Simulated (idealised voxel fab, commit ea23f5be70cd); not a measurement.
process module | voxel ribs on slabs
cross-section cut | 285 nm wide | cells 5 nm
A cross-section is a grid of square cells, given in bands from the top down. A band is one or more rows of cells.
Each band's line starts with the height of the band's top and of its bottom, in nm. Then come its materials from left to right, each with its width in nm. One material with "throughout" fills the band from edge to edge. "air" is empty space.
Height 0 is the level under which the wafer as received is all one material. The lowest band goes on downwards, as in "0 down".
A width such as "30 to 40" changes by the same amount from each row of cells to the next, from the band's top row to its bottom row.
"no change" after a step means that no cell of the cross-section changed.
closed voids: empty space of 8 cells or more with no open way to the top, each as width x height at its distance from the left edge, in nm
after a step's settings: what the simulator itself notes on the step
overlay nm, on a step with a mask: how far to the right of its planned place the mask lay; to the left if negative
plan
1 op RECEIVE | material Si
2 op DIRECTIONAL_DEP | material SiO2 | thk nm 20
3 op DIRECTIONAL_DEP | material polySi | thk nm 25
4 op PATTERN | tone cover | mask id RIB | material resist | width nm 30 | thk nm 20 | overlay nm 0
5 op DIRECTIONAL_ETCH | etch materials polySi | depth nm 5
6 op STRIP | etch materials resist
7 op PATTERN | tone cover | mask id SLAB | material resist | width nm 60 | thk nm 15 | overlay nm 0
8 op DIRECTIONAL_ETCH | etch materials polySi | depth nm 20
9 op STRIP | etch materials resist
10 op FILL_DEP | material SiO2 | thk nm 30
11 op CMP | height nm 65
12 op DIRECTIONAL_DEP | material W | thk nm 10
13 op PATTERN | tone cover | mask id HEATER | material resist | width nm 40 | thk nm 15 | overlay nm 0
14 op DIRECTIONAL_ETCH | etch materials W | depth nm 10
15 op STRIP | etch materials resist
16 op CONFORMAL_DEP | material SiN | thk nm 5
as received, after step 1
  0 down: Si throughout
  closed voids: none
a wafer at the end: this start, this plan, one mistake
  75 to 65: air 120 | W 40 | air 125
  65 to 45: SiO2 throughout
  45 to 40: SiO2 125 | polySi 30 | SiO2 130
  40 to 20: SiO2 110 | polySi 60 | SiO2 115
  20 to 0: SiO2 throughout
  0 down: Si throughout
  closed voids: none
what went wrong: step 16 was left out
